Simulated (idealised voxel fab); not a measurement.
The following is a process module called voxel transistor to metal.
The width of the displayed cross-section, cut, is 285 nm; its cells are square, with a size of 5 nm.
Reading order for cross-sections: top band down to bottom band. Underlying form: a grid of square cells. Band size: one or more rows of cells. The band entry comprises the height of the band's top followed by the height of its bottom, expressed in nm, and subsequently the band's materials from left to right, each stated together with its width in nm. Where a single material is marked with the word "throughout", that material fills the band from edge to edge. The word "air" represents empty space. Heights from 0 (as-received wafer is one material below). Bottom band endless downward, as "from 0 down". Top row gets the first number, bottom row gets the second, and each row in between changes by the same step: that is how a band width like "30->40" works. For the purposes of this document, the phrase "no modifications" attached to a step denotes that no cell within the cross-section was modified by that step. Look at "Enclosed cavity list" for the closed voids: empty spaces with no open path to the top, sized 8 cells or up. Each is width x height at distance, distance from the left edge, all nm. That trailing text on a step's line, after the settings, is the simulator's own remark on the step. The optional step-line setting "overlay nm" applies to steps with a mask and quantifies how far to the right of its planned location the mask lay, a negative value indicating leftward placement. Layout of what follows: cross-section pairs, each bracketing one process step, the after cross-section shown only to the lowest band that changed, the step between and its settings noted under each pair. Pairs may originate in different runs of this module on the same starting wafer; a pair continues from the pair above only where its entry headed "Geometry before processing" says so.

### Geometry before processing
  from 0 down: Si throughout
  Enclosed cavity list: none

### State After Step
  from 0 to -5: SiO2 throughout
  Below -5 it's all the same as before, nothing changed down there.
  Enclosed cavity list: none
Processing between the before and after sections above: OXIDIZE: depth nm 5

Geometry before processing: The prior state of this step coincides with the post-step cross-section of the pair just above.

### State After Step
  from 10 to 0: SiN throughout
  Below 0 it's all the same as before, nothing changed down there.
  Enclosed cavity list: none
Processing between the before and after sections above: CONFORMAL_DEP: material SiN, thk nm 10

Geometry before processing: The prior state of this step coincides with the post-step cross-section of the pair just above.

### State After Step
  from 10 to 0: air=25, then SiN=100, then air=30, then SiN=100, then air=30
  Below 0 it's all the same as before, nothing changed down there.
  Enclosed cavity list: none
Processing between the before and after sections above: MASKED_ETCH: tone cover, mask id ACTIVE, width nm 100, pitch nm 130, etch materials SiN, depth nm 10, overlay nm 0

Geometry before processing: The prior state of this step coincides with the post-step cross-section of the pair just above.

### State After Step
  from 10 to 0: air=25, then SiN=100, then air=30, then SiN=100, then air=30
  from 0 to -5: air=25, then SiO2=100, then air=30, then SiO2=100, then air=30
  Below -5 it's all the same as before, nothing changed down there.
  Enclosed cavity list: none
Processing between the before and after sections above: MASKED_ETCH: tone cover, mask id ACTIVE, width nm 100, pitch nm 130, etch materials SiO2, depth nm 5, overlay nm 0

Geometry before processing: The prior state of this step coincides with the post-step cross-section of the pair just above.

### State After Step
  from 10 to 0: air=25, then SiN=100, then air=30, then SiN=100, then air=30
  from 0 to -5: air=25, then SiO2=100, then air=30, then SiO2=100, then air=30
  from -5 to -35: air=25, then Si=100, then air=30, then Si=100, then air=30
  Below -35 it's all the same as before, nothing changed down there.
  Enclosed cavity list: none
Processing between the before and after sections above: MASKED_ETCH: tone cover, mask id ACTIVE, width nm 100, pitch nm 130, etch materials Si, depth nm 30, overlay nm 0

Geometry before processing: The prior state of this step coincides with the post-step cross-section of the pair just above.

### State After Step
  from 15 to 10: SiO2 throughout
  from 10 to 0: SiO2=25, then SiN=100, then SiO2=30, then SiN=100, then SiO2=30
  from 0 to -5: SiO2 throughout
  from -5 to -35: SiO2=25, then Si=100, then SiO2=30, then Si=100, then SiO2=30
  Below -35 it's all the same as before, nothing changed down there.
  Enclosed cavity list: none
Processing between the before and after sections above: FILL_DEP: material SiO2, thk nm 5

Geometry before processing: The prior state of this step coincides with the post-step cross-section of the pair just above.

### State After Step
  from 10 to 0: SiO2=25, then SiN=100, then SiO2=30, then SiN=100, then SiO2=30
  Below 0 it's all the same as before, nothing changed down there.
  Enclosed cavity list: none
Processing between the before and after sections above: CMP: height nm 10

Geometry before processing: The prior state of this step coincides with the post-step cross-section of the pair just above.

### State After Step
  from 10 to 5: air=25, then SiN=100, then air=30, then SiN=100, then air=30
  Below 5 it's all the same as before, nothing changed down there.
  Enclosed cavity list: none
Processing between the before and after sections above: SELECTIVE_ETCH: etch materials SiO2, depth nm 5

Geometry before processing: The prior state of this step coincides with the post-step cross-section of the pair just above.

### State After Step
  from 5 to 0: SiO2=25, then air=100, then SiO2=30, then air=100, then SiO2=30
  Below 0 it's all the same as before, nothing changed down there.
  Enclosed cavity list: none
Processing between the before and after sections above: STRIP: etch materials SiN

Geometry before processing: The prior state of this step coincides with the post-step cross-section of the pair just above.

### State After Step
  from 0 to -5: SiO2=20, then air=110, then SiO2=20, then air=110, then SiO2=25
  Below -5 it's all the same as before, nothing changed down there.
  Enclosed cavity list: none
Processing between the before and after sections above: SELECTIVE_ETCH: etch materials SiO2, depth nm 5

Geometry before processing: The prior state of this step coincides with the post-step cross-section of the pair just above.

### State After Step
  from 0 to -5: SiO2=20, then air=110, then SiO2=20, then air=110, then SiO2=25
  from -5 to -10: SiO2 throughout
  Below -10 it's all the same as before, nothing changed down there.
  Enclosed cavity list: none
Processing between the before and after sections above: OXIDIZE: depth nm 5

Geometry before processing: The prior state of this step coincides with the post-step cross-section of the pair just above.

### State After Step
  from 25 to 20: polySi=20, then air=110, then polySi=20, then air=110, then polySi=25
  from 20 to 0: polySi throughout
  from 0 to -5: SiO2=20, then polySi=110, then SiO2=20, then polySi=110, then SiO2=25
  Below -5 it's all the same as before, nothing changed down there.
  Enclosed cavity list: none
Processing between the before and after sections above: DIRECTIONAL_DEP: material polySi, thk nm 25

Geometry before processing: The prior state of this step coincides with the post-step cross-section of the pair just above.

### State After Step
  from 40 to 35: SiCN=20, then air=110, then SiCN=20, then air=110, then SiCN=25
  from 35 to 25: SiCN throughout
  from 25 to 20: polySi=20, then SiCN=110, then polySi=20, then SiCN=110, then polySi=25
  Below 20 it's all the same as before, nothing changed down there.
  Enclosed cavity list: none
Processing between the before and after sections above: DIRECTIONAL_DEP: material SiCN, thk nm 15

Geometry before processing: The prior state of this step coincides with the post-step cross-section of the pair just above.

### State After Step
  from 55 to 50: aC=20, then air=110, then aC=20, then air=110, then aC=25
  from 50 to 40: aC throughout
  from 40 to 35: SiCN=20, then aC=110, then SiCN=20, then aC=110, then SiCN=25
  Below 35 it's all the same as before, nothing changed down there.
  Enclosed cavity list: none
Processing between the before and after sections above: DIRECTIONAL_DEP: material aC, thk nm 15

Geometry before processing: The prior state of this step coincides with the post-step cross-section of the pair just above.

### State After Step
  from 90 to 55: air=65, then resist=20, then air=110, then resist=20, then air=70
  from 55 to 50: aC=20, then air=45, then resist=20, then air=45, then aC=20, then air=45, then resist=20, then air=45, then aC=25
  Below 50 it's all the same as before, nothing changed down there.
  Enclosed cavity list: none
Processing between the before and after sections above: PATTERN: tone cover, mask id GATE, material resist, width nm 20, pitch nm 130, thk nm 35, overlay nm 0

Geometry before processing: The prior state of this step coincides with the post-step cross-section of the pair just above.

### State After Step
  from 75 to 50: air=65, then resist=20, then air=110, then resist=20, then air=70
  from 50 to 40: air=65, then aC=20, then air=110, then aC=20, then air=70
  from 40 to 35: SiCN=20, then air=45, then aC=20, then air=45, then SiCN=20, then air=45, then aC=20, then air=45, then SiCN=25
  Below 35 it's all the same as before, nothing changed down there.
  Enclosed cavity list: none
Processing between the before and after sections above: DIRECTIONAL_ETCH: etch materials aC, depth nm 15

Geometry before processing: The prior state of this step coincides with the post-step cross-section of the pair just above.

### State After Step
  from 50 to 40: air=65, then aC=20, then air=110, then aC=20, then air=70
  Below 40 it's all the same as before, nothing changed down there.
  Enclosed cavity list: none
Processing between the before and after sections above: STRIP: etch materials resist

Geometry before processing: The prior state of this step coincides with the post-step cross-section of the pair just above.

### State After Step
  from 50 to 35: air=65, then aC=20, then air=110, then aC=20, then air=70
  from 35 to 25: air=65, then SiCN=20, then air=110, then SiCN=20, then air=70
  from 25 to 20: polySi=20, then air=45, then SiCN=20, then air=45, then polySi=20, then air=45, then SiCN=20, then air=45, then polySi=25
  Below 20 it's all the same as before, nothing changed down there.
  Enclosed cavity list: none
Processing between the before and after sections above: DIRECTIONAL_ETCH: etch materials SiCN, depth nm 25

Geometry before processing: The prior state of this step coincides with the post-step cross-section of the pair just above.

### State After Step
  from 50 to 35: air=65, then aC=20, then air=110, then aC=20, then air=70
  from 35 to 20: air=65, then SiCN=20, then air=110, then SiCN=20, then air=70
  from 20 to 0: air=65, then polySi=20, then air=110, then polySi=20, then air=70
  from 0 to -5: SiO2=20, then air=45, then polySi=20, then air=45, then SiO2=20, then air=45, then polySi=20, then air=45, then SiO2=25
  Below -5 it's all the same as before, nothing changed down there.
  Enclosed cavity list: none
Processing between the before and after sections above: DIRECTIONAL_ETCH: etch materials polySi, depth nm 35

Geometry before processing: The prior state of this step coincides with the post-step cross-section of the pair just above.

### State After Step
  from 35 to 20: air=65, then SiCN=20, then air=110, then SiCN=20, then air=70
  Below 20 it's all the same as before, nothing changed down there.
  Enclosed cavity list: none
Processing between the before and after sections above: STRIP: etch materials aC

Geometry before processing: The prior state of this step coincides with the post-step cross-section of the pair just above.

### State After Step
  from 40 to 35: air=60, then SiO2=30, then air=100, then SiO2=30, then air=65
  from 35 to 20: air=60, then SiO2=5, then SiCN=20, then SiO2=5, then air=100, then SiO2=5, then SiCN=20, then SiO2=5, then air=65
  from 20 to 5: air=60, then SiO2=5, then polySi=20, then SiO2=5, then air=100, then SiO2=5, then polySi=20, then SiO2=5, then air=65
  from 5 to 0: SiO2=25, then air=35, then SiO2=5, then polySi=20, then SiO2=5, then air=35, then SiO2=30, then air=35, then SiO2=5, then polySi=20, then SiO2=5, then air=35, then SiO2=30
  from 0 to -5: SiO2=65, then polySi=20, then SiO2=110, then polySi=20, then SiO2=70
  Below -5 it's all the same as before, nothing changed down there.
  Enclosed cavity list: none
Processing between the before and after sections above: CONFORMAL_DEP: material SiO2, thk nm 5

Geometry before processing: The prior state of this step coincides with the post-step cross-section of the pair just above.

### State After Step
  from 35 to 20: air=60, then SiO2=5, then SiCN=20, then SiO2=5, then air=100, then SiO2=5, then SiCN=20, then SiO2=5, then air=65
  from 20 to 0: air=60, then SiO2=5, then polySi=20, then SiO2=5, then air=100, then SiO2=5, then polySi=20, then SiO2=5, then air=65
  from 0 to -5: SiO2=25, then air=35, then SiO2=5, then polySi=20, then SiO2=5, then air=35, then SiO2=30, then air=35, then SiO2=5, then polySi=20, then SiO2=5, then air=35, then SiO2=30
  Below -5 it's all the same as before, nothing changed down there.
  Enclosed cavity list: none
Processing between the before and after sections above: DIRECTIONAL_ETCH: etch materials SiO2, depth nm 5

Geometry before processing: The prior state of this step coincides with the post-step cross-section of the pair just above.

### State After Step
  from 45 to 35: air=50, then SiN=50, then air=80, then SiN=50, then air=55
  from 35 to 20: air=50, then SiN=10, then SiO2=5, then SiCN=20, then SiO2=5, then SiN=10, then air=80, then SiN=10, then SiO2=5, then SiCN=20, then SiO2=5, then SiN=10, then air=55
  from 20 to 10: air=50, then SiN=10, then SiO2=5, then polySi=20, then SiO2=5, then SiN=10, then air=80, then SiN=10, then SiO2=5, then polySi=20, then SiO2=5, then SiN=10, then air=55
  from 10 to 5: SiN=35, then air=15, then SiN=10, then SiO2=5, then polySi=20, then SiO2=5, then SiN=10, then air=15, then SiN=50, then air=15, then SiN=10, then SiO2=5, then polySi=20, then SiO2=5, then SiN=10, then air=15, then SiN=40
  from 5 to 0: SiN=60, then SiO2=5, then polySi=20, then SiO2=5, then SiN=100, then SiO2=5, then polySi=20, then SiO2=5, then SiN=65
  from 0 to -5: SiO2=25, then SiN=35, then SiO2=5, then polySi=20, then SiO2=5, then SiN=35, then SiO2=30, then SiN=35, then SiO2=5, then polySi=20, then SiO2=5, then SiN=35, then SiO2=30
  Below -5 it's all the same as before, nothing changed down there.
  Enclosed cavity list: none
Processing between the before and after sections above: CONFORMAL_DEP: material SiN, thk nm 10

Geometry before processing: The prior state of this step coincides with the post-step cross-section of the pair just above.

### State After Step
  from 35 to 20: air=50, then SiN=10, then SiO2=5, then SiCN=20, then SiO2=5, then SiN=10, then air=80, then SiN=10, then SiO2=5, then SiCN=20, then SiO2=5, then SiN=10, then air=55
  from 20 to 0: air=50, then SiN=10, then SiO2=5, then polySi=20, then SiO2=5, then SiN=10, then air=80, then SiN=10, then SiO2=5, then polySi=20, then SiO2=5, then SiN=10, then air=55
  from 0 to -5: SiO2=25, then SiN=10, then air=15, then SiN=10, then SiO2=5, then polySi=20, then SiO2=5, then SiN=10, then air=15, then SiN=10, then SiO2=30, then SiN=10, then air=15, then SiN=10, then SiO2=5, then polySi=20, then SiO2=5, then SiN=10, then air=15, then SiN=10, then SiO2=30
  Below -5 it's all the same as before, nothing changed down there.
  Enclosed cavity list: none
Processing between the before and after sections above: DIRECTIONAL_ETCH: etch materials SiN, depth nm 10

Geometry before processing: The prior state of this step coincides with the post-step cross-section of the pair just above.

### State After Step
  from 35 to 30: air=50, then SiN=10, then air=5, then SiCN=20, then air=5, then SiN=10, then air=80, then SiN=10, then air=5, then SiCN=20, then air=5, then SiN=10, then air=55
  from 30 to 20: air=50, then SiN=10, then SiO2=5, then SiCN=20, then SiO2=5, then SiN=10, then air=80, then SiN=10, then SiO2=5, then SiCN=20, then SiO2=5, then SiN=10, then air=55
  from 20 to 0: air=50, then SiN=10, then SiO2=5, then polySi=20, then SiO2=5, then SiN=10, then air=80, then SiN=10, then SiO2=5, then polySi=20, then SiO2=5, then SiN=10, then air=55
  from 0 to -5: air=25, then SiN=10, then air=15, then SiN=10, then SiO2=5, then polySi=20, then SiO2=5, then SiN=10, then air=15, then SiN=10, then air=30, then SiN=10, then air=15, then SiN=10, then SiO2=5, then polySi=20, then SiO2=5, then SiN=10, then air=15, then SiN=10, then air=30
  from -5 to -10: SiO2=35, then air=15, then SiO2=50, then air=15, then SiO2=50, then air=15, then SiO2=50, then air=15, then SiO2=40
  Below -10 it's all the same as before, nothing changed down there.
  Enclosed cavity list: none
Processing between the before and after sections above: DIRECTIONAL_ETCH: etch materials SiO2, depth nm 5

Geometry before processing: The prior state of this step coincides with the post-step cross-section of the pair just above.

### State After Step
  from 35 to 30: air=50, then SiN=10, then air=5, then SiCN=20, then air=5, then SiN=10, then air=80, then SiN=10, then air=5, then SiCN=20, then air=5, then SiN=10, then air=55
  from 30 to 20: air=50, then SiN=10, then SiO2=5, then SiCN=20, then SiO2=5, then SiN=10, then air=80, then SiN=10, then SiO2=5, then SiCN=20, then SiO2=5, then SiN=10, then air=55
  from 20 to 0: air=50, then SiN=10, then SiO2=5, then polySi=20, then SiO2=5, then SiN=10, then air=80, then SiN=10, then SiO2=5, then polySi=20, then SiO2=5, then SiN=10, then air=55
  from 0 to -5: air=25, then SiN=10, then air=15, then SiN=10, then SiO2=5, then polySi=20, then SiO2=5, then SiN=10, then air=15, then SiN=10, then air=30, then SiN=10, then air=15, then SiN=10, then SiO2=5, then polySi=20, then SiO2=5, then SiN=10, then air=15, then SiN=10, then air=30
  from -5 to -10: SiO2=35, then pSi=15, then SiO2=50, then pSi=15, then SiO2=50, then pSi=15, then SiO2=50, then pSi=15, then SiO2=40
  Below -10 it's all the same as before, nothing changed down there.
  Enclosed cavity list: none
Processing between the before and after sections above: EPI: material pSi, thk nm 5

Geometry before processing: The prior state of this step coincides with the post-step cross-section of the pair just above.

### State After Step
  from 45 to 35: SiO2 throughout
  from 35 to 20: SiO2=50, then SiN=10, then SiO2=5, then SiCN=20, then SiO2=5, then SiN=10, then SiO2=80, then SiN=10, then SiO2=5, then SiCN=20, then SiO2=5, then SiN=10, then SiO2=55
  from 20 to 0: SiO2=50, then SiN=10, then SiO2=5, then polySi=20, then SiO2=5, then SiN=10, then SiO2=80, then SiN=10, then SiO2=5, then polySi=20, then SiO2=5, then SiN=10, then SiO2=55
  from 0 to -5: SiO2=25, then SiN=10, then SiO2=15, then SiN=10, then SiO2=5, then polySi=20, then SiO2=5, then SiN=10, then SiO2=15, then SiN=10, then SiO2=30, then SiN=10, then SiO2=15, then SiN=10, then SiO2=5, then polySi=20, then SiO2=5, then SiN=10, then SiO2=15, then SiN=10, then SiO2=30
  Below -5 it's all the same as before, nothing changed down there.
  Enclosed cavity list: none
Processing between the before and after sections above: FILL_DEP: material SiO2, thk nm 10

Geometry before processing: The prior state of this step coincides with the post-step cross-section of the pair just above.

### State After Step
  from 35 to 20: SiO2=50, then SiN=10, then SiO2=5, then SiCN=20, then SiO2=5, then SiN=10, then SiO2=80, then SiN=10, then SiO2=5, then SiCN=20, then SiO2=5, then SiN=10, then SiO2=55
  Below 20 it's all the same as before, nothing changed down there.
  Enclosed cavity list: none
Processing between the before and after sections above: CMP: height nm 35

Geometry before processing: The prior state of this step coincides with the post-step cross-section of the pair just above.

### State After Step
  from 50 to 35: SiO2 throughout
  Below 35 it's all the same as before, nothing changed down there.
  Enclosed cavity list: none
Processing between the before and after sections above: DIRECTIONAL_DEP: material SiO2, thk nm 15

Geometry before processing: The prior state of this step coincides with the post-step cross-section of the pair just above.

### State After Step
  from 70 to 50: resist=35, then air=15, then resist=50, then air=15, then resist=50, then air=15, then resist=50, then air=15, then resist=40
  Below 50 it's all the same as before, nothing changed down there.
  Enclosed cavity list: none
Processing between the before and after sections above: PATTERN: tone open, mask id CONTACT, material resist, width nm 15, pitch nm 65, thk nm 20, overlay nm 0

Geometry before processing: The prior state of this step coincides with the post-step cross-section of the pair just above.

### State After Step
  from 70 to 50: resist=35, then air=15, then resist=50, then air=15, then resist=50, then air=15, then resist=50, then air=15, then resist=40
  from 50 to 35: SiO2=35, then air=15, then SiO2=50, then air=15, then SiO2=50, then air=15, then SiO2=50, then air=15, then SiO2=40
  from 35 to 20: SiO2=35, then air=15, then SiN=10, then SiO2=5, then SiCN=20, then SiO2=5, then SiN=10, then air=15, then SiO2=50, then air=15, then SiN=10, then SiO2=5, then SiCN=20, then SiO2=5, then SiN=10, then air=15, then SiO2=40
  from 20 to 0: SiO2=35, then air=15, then SiN=10, then SiO2=5, then polySi=20, then SiO2=5, then SiN=10, then air=15, then SiO2=50, then air=15, then SiN=10, then SiO2=5, then polySi=20, then SiO2=5, then SiN=10, then air=15, then SiO2=40
  from 0 to -5: SiO2=25, then SiN=10, then air=15, then SiN=10, then SiO2=5, then polySi=20, then SiO2=5, then SiN=10, then air=15, then SiN=10, then SiO2=30, then SiN=10, then air=15, then SiN=10, then SiO2=5, then polySi=20, then SiO2=5, then SiN=10, then air=15, then SiN=10, then SiO2=30
  Below -5 it's all the same as before, nothing changed down there.
  Enclosed cavity list: none
Processing between the before and after sections above: DIRECTIONAL_ETCH: etch materials SiO2, depth nm 55

Geometry before processing: The prior state of this step coincides with the post-step cross-section of the pair just above.

### State After Step
  from 50 to 35: SiO2=35, then air=15, then SiO2=50, then air=15, then SiO2=50, then air=15, then SiO2=50, then air=15, then SiO2=40
  Below 35 it's all the same as before, nothing changed down there.
  Enclosed cavity list: none
Processing between the before and after sections above: STRIP: etch materials resist

Geometry before processing: The prior state of this step coincides with the post-step cross-section of the pair just above.

### State After Step
  from 55 to 50: TiN=40, then air=5, then TiN=60, then air=5, then TiN=60, then air=5, then TiN=60, then air=5, then TiN=45
  from 50 to 35: SiO2=35, then TiN=5, then air=5, then TiN=5, then SiO2=50, then TiN=5, then air=5, then TiN=5, then SiO2=50, then TiN=5, then air=5, then TiN=5, then SiO2=50, then TiN=5, then air=5, then TiN=5, then SiO2=40
  from 35 to 20: SiO2=35, then TiN=5, then air=5, then TiN=5, then SiN=10, then SiO2=5, then SiCN=20, then SiO2=5, then SiN=10, then TiN=5, then air=5, then TiN=5, then SiO2=50, then TiN=5, then air=5, then TiN=5, then SiN=10, then SiO2=5, then SiCN=20, then SiO2=5, then SiN=10, then TiN=5, then air=5, then TiN=5, then SiO2=40
  from 20 to 0: SiO2=35, then TiN=5, then air=5, then TiN=5, then SiN=10, then SiO2=5, then polySi=20, then SiO2=5, then SiN=10, then TiN=5, then air=5, then TiN=5, then SiO2=50, then TiN=5, then air=5, then TiN=5, then SiN=10, then SiO2=5, then polySi=20, then SiO2=5, then SiN=10, then TiN=5, then air=5, then TiN=5, then SiO2=40
  from 0 to -5: SiO2=25, then SiN=10, then TiN=15, then SiN=10, then SiO2=5, then polySi=20, then SiO2=5, then SiN=10, then TiN=15, then SiN=10, then SiO2=30, then SiN=10, then TiN=15, then SiN=10, then SiO2=5, then polySi=20, then SiO2=5, then SiN=10, then TiN=15, then SiN=10, then SiO2=30
  Below -5 it's all the same as before, nothing changed down there.
  Enclosed cavity list: none
Processing between the before and after sections above: CONFORMAL_DEP: material TiN, thk nm 5

Geometry before processing: The prior state of this step coincides with the post-step cross-section of the pair just above.

### State After Step
  from 60 to 55: Ru throughout
  from 55 to 50: TiN=40, then Ru=5, then TiN=60, then Ru=5, then TiN=60, then Ru=5, then TiN=60, then Ru=5, then TiN=45
  from 50 to 35: SiO2=35, then TiN=5, then Ru=5, then TiN=5, then SiO2=50, then TiN=5, then Ru=5, then TiN=5, then SiO2=50, then TiN=5, then Ru=5, then TiN=5, then SiO2=50, then TiN=5, then Ru=5, then TiN=5, then SiO2=40
  from 35 to 20: SiO2=35, then TiN=5, then Ru=5, then TiN=5, then SiN=10, then SiO2=5, then SiCN=20, then SiO2=5, then SiN=10, then TiN=5, then Ru=5, then TiN=5, then SiO2=50, then TiN=5, then Ru=5, then TiN=5, then SiN=10, then SiO2=5, then SiCN=20, then SiO2=5, then SiN=10, then TiN=5, then Ru=5, then TiN=5, then SiO2=40
  from 20 to 0: SiO2=35, then TiN=5, then Ru=5, then TiN=5, then SiN=10, then SiO2=5, then polySi=20, then SiO2=5, then SiN=10, then TiN=5, then Ru=5, then TiN=5, then SiO2=50, then TiN=5, then Ru=5, then TiN=5, then SiN=10, then SiO2=5, then polySi=20, then SiO2=5, then SiN=10, then TiN=5, then Ru=5, then TiN=5, then SiO2=40
  Below 0 it's all the same as before, nothing changed down there.
  Enclosed cavity list: none
Processing between the before and after sections above: FILL_DEP: material Ru, thk nm 5

Geometry before processing: The prior state of this step coincides with the post-step cross-section of the pair just above.

### State After Step
  from 50 to 35: SiO2=35, then TiN=5, then Ru=5, then TiN=5, then SiO2=50, then TiN=5, then Ru=5, then TiN=5, then SiO2=50, then TiN=5, then Ru=5, then TiN=5, then SiO2=50, then TiN=5, then Ru=5, then TiN=5, then SiO2=40
  Below 35 it's all the same as before, nothing changed down there.
  Enclosed cavity list: none
Processing between the before and after sections above: CMP: height nm 50

Geometry before processing: The prior state of this step coincides with the post-step cross-section of the pair just above.

### State After Step
  from 55 to 50: SiCN throughout
  Below 50 it's all the same as before, nothing changed down there.
  Enclosed cavity list: none
Processing between the before and after sections above: CONFORMAL_DEP: material SiCN, thk nm 5

Geometry before processing: The prior state of this step coincides with the post-step cross-section of the pair just above.

### State After Step
  from 75 to 55: lowk throughout
  Below 55 it's all the same as before, nothing changed down there.
  Enclosed cavity list: none
Processing between the before and after sections above: DIRECTIONAL_DEP: material lowk, thk nm 20

Geometry before processing: The prior state of this step coincides with the post-step cross-section of the pair just above.

### State After Step
  from 90 to 75: resist=35, then air=15, then resist=50, then air=15, then resist=50, then air=15, then resist=50, then air=15, then resist=40
  Below 75 it's all the same as before, nothing changed down there.
  Enclosed cavity list: none
Processing between the before and after sections above: PATTERN: tone open, mask id METAL_1, material resist, width nm 15, pitch nm 65, thk nm 15, overlay nm 0

Geometry before processing: The prior state of this step coincides with the post-step cross-section of the pair just above.

### State After Step
  from 90 to 75: resist=35, then air=15, then resist=50, then air=15, then resist=50, then air=15, then resist=50, then air=15, then resist=40
  from 75 to 55: lowk=35, then air=15, then lowk=50, then air=15, then lowk=50, then air=15, then lowk=50, then air=15, then lowk=40
  Below 55 it's all the same as before, nothing changed down there.
  Enclosed cavity list: none
Processing between the before and after sections above: DIRECTIONAL_ETCH: etch materials lowk, depth nm 20

Geometry before processing: The prior state of this step coincides with the post-step cross-section of the pair just above.

### State After Step
  from 90 to 75: resist=35, then air=15, then resist=50, then air=15, then resist=50, then air=15, then resist=50, then air=15, then resist=40
  from 75 to 55: lowk=35, then air=15, then lowk=50, then air=15, then lowk=50, then air=15, then lowk=50, then air=15, then lowk=40
  from 55 to 50: SiCN=35, then air=15, then SiCN=50, then air=15, then SiCN=50, then air=15, then SiCN=50, then air=15, then SiCN=40
  Below 50 it's all the same as before, nothing changed down there.
  Enclosed cavity list: none
Processing between the before and after sections above: DIRECTIONAL_ETCH: etch materials SiCN, depth nm 5

Geometry before processing: The prior state of this step coincides with the post-step cross-section of the pair just above.

### State After Step
  from 75 to 55: lowk=35, then air=15, then lowk=50, then air=15, then lowk=50, then air=15, then lowk=50, then air=15, then lowk=40
  Below 55 it's all the same as before, nothing changed down there.
  Enclosed cavity list: none
Processing between the before and after sections above: STRIP: etch materials resist

Geometry before processing: The prior state of this step coincides with the post-step cross-section of the pair just above.

### State After Step
  from 80 to 75: TiN=40, then air=5, then TiN=60, then air=5, then TiN=60, then air=5, then TiN=60, then air=5, then TiN=45
  from 75 to 55: lowk=35, then TiN=5, then air=5, then TiN=5, then lowk=50, then TiN=5, then air=5, then TiN=5, then lowk=50, then TiN=5, then air=5, then TiN=5, then lowk=50, then TiN=5, then air=5, then TiN=5, then lowk=40
  from 55 to 50: SiCN=35, then TiN=15, then SiCN=50, then TiN=15, then SiCN=50, then TiN=15, then SiCN=50, then TiN=15, then SiCN=40
  Below 50 it's all the same as before, nothing changed down there.
  Enclosed cavity list: none
Processing between the before and after sections above: CONFORMAL_DEP: material TiN, thk nm 5

Geometry before processing: The prior state of this step coincides with the post-step cross-section of the pair just above.

### State After Step
  from 90 to 80: W throughout
  from 80 to 75: TiN=40, then W=5, then TiN=60, then W=5, then TiN=60, then W=5, then TiN=60, then W=5, then TiN=45
  from 75 to 55: lowk=35, then TiN=5, then W=5, then TiN=5, then lowk=50, then TiN=5, then W=5, then TiN=5, then lowk=50, then TiN=5, then W=5, then TiN=5, then lowk=50, then TiN=5, then W=5, then TiN=5, then lowk=40
  Below 55 it's all the same as before, nothing changed down there.
  Enclosed cavity list: none
Processing between the before and after sections above: FILL_DEP: material W, thk nm 10

Geometry before processing: The prior state of this step coincides with the post-step cross-section of the pair just above.

### State After Step
  from 75 to 55: lowk=35, then TiN=5, then W=5, then TiN=5, then lowk=50, then TiN=5, then W=5, then TiN=5, then lowk=50, then TiN=5, then W=5, then TiN=5, then lowk=50, then TiN=5, then W=5, then TiN=5, then lowk=40
  Below 55 it's all the same as before, nothing changed down there.
  Enclosed cavity list: none
Processing between the before and after sections above: CMP: height nm 75

Geometry before processing: The prior state of this step coincides with the post-step cross-section of the pair just above.

### State After Step
  from 80 to 75: air=30, then Ru=25, then air=40, then Ru=25, then air=40, then Ru=25, then air=40, then Ru=25, then air=35
  Below 75 it's all the same as before, nothing changed down there.
  Enclosed cavity list: none
Processing between the before and after sections above: EPI: material Ru, thk nm 5

Geometry before processing: The prior state of this step coincides with the post-step cross-section of the pair just above.

### State After Step
  from 85 to 80: SiCN throughout
  from 80 to 75: SiCN=30, then Ru=25, then SiCN=40, then Ru=25, then SiCN=40, then Ru=25, then SiCN=40, then Ru=25, then SiCN=35
  Below 75 it's all the same as before, nothing changed down there.
  Enclosed cavity list: none
Processing between the before and after sections above: FILL_DEP: material SiCN, thk nm 5

### Geometry before processing
  from 50 to 35: SiO2 throughout
  from 35 to 20: SiO2=50, then SiN=10, then SiO2=5, then SiCN=20, then SiO2=5, then SiN=10, then SiO2=80, then SiN=10, then SiO2=5, then SiCN=20, then SiO2=5, then SiN=10, then SiO2=55
  from 20 to 0: SiO2=50, then SiN=10, then SiO2=5, then polySi=20, then SiO2=5, then SiN=10, then SiO2=80, then SiN=10, then SiO2=5, then polySi=20, then SiO2=5, then SiN=10, then SiO2=55
  from 0 to -5: SiO2=25, then SiN=10, then SiO2=15, then SiN=10, then SiO2=5, then polySi=20, then SiO2=5, then SiN=10, then SiO2=15, then SiN=10, then SiO2=30, then SiN=10, then SiO2=15, then SiN=10, then SiO2=5, then polySi=20, then SiO2=5, then SiN=10, then SiO2=15, then SiN=10, then SiO2=30
  from -5 to -10: SiO2=35, then pSi=15, then SiO2=50, then pSi=15, then SiO2=50, then pSi=15, then SiO2=50, then pSi=15, then SiO2=40
  from -10 to -35: SiO2=25, then Si=100, then SiO2=30, then Si=100, then SiO2=30
  from -35 down: Si throughout
  Enclosed cavity list: none

### State After Step
  from 65 to 35: SiO2 throughout
  Below 35 it's all the same as before, nothing changed down there.
  Enclosed cavity list: none
Processing between the before and after sections above: DIRECTIONAL_DEP: material SiO2, thk nm 15

Geometry before processing: The prior state of this step coincides with the post-step cross-section of the pair just above.

### State After Step
  from 85 to 65: resist=35, then air=15, then resist=50, then air=15, then resist=50, then air=15, then resist=50, then air=15, then resist=40
  Below 65 it's all the same as before, nothing changed down there.
  Enclosed cavity list: none
Processing between the before and after sections above: PATTERN: tone open, mask id CONTACT, material resist, width nm 15, pitch nm 65, thk nm 20, overlay nm 0

Geometry before processing: The prior state of this step coincides with the post-step cross-section of the pair just above.

### State After Step
  from 85 to 65: resist=35, then air=15, then resist=50, then air=15, then resist=50, then air=15, then resist=50, then air=15, then resist=40
  from 65 to 35: SiO2=35, then air=15, then SiO2=50, then air=15, then SiO2=50, then air=15, then SiO2=50, then air=15, then SiO2=40
  from 35 to 20: SiO2=35, then air=15, then SiN=10, then SiO2=5, then SiCN=20, then SiO2=5, then SiN=10, then air=15, then SiO2=50, then air=15, then SiN=10, then SiO2=5, then SiCN=20, then SiO2=5, then SiN=10, then air=15, then SiO2=40
  from 20 to 10: SiO2=35, then air=15, then SiN=10, then SiO2=5, then polySi=20, then SiO2=5, then SiN=10, then air=15, then SiO2=50, then air=15, then SiN=10, then SiO2=5, then polySi=20, then SiO2=5, then SiN=10, then air=15, then SiO2=40
  Below 10 it's all the same as before, nothing changed down there.
  Enclosed cavity list: none
Processing between the before and after sections above: DIRECTIONAL_ETCH: etch materials SiO2, depth nm 55

Geometry before processing: The prior state of this step coincides with the post-step cross-section of the pair just above.

### State After Step
  from 65 to 35: SiO2=35, then air=15, then SiO2=50, then air=15, then SiO2=50, then air=15, then SiO2=50, then air=15, then SiO2=40
  Below 35 it's all the same as before, nothing changed down there.
  Enclosed cavity list: none
Processing between the before and after sections above: STRIP: etch materials resist
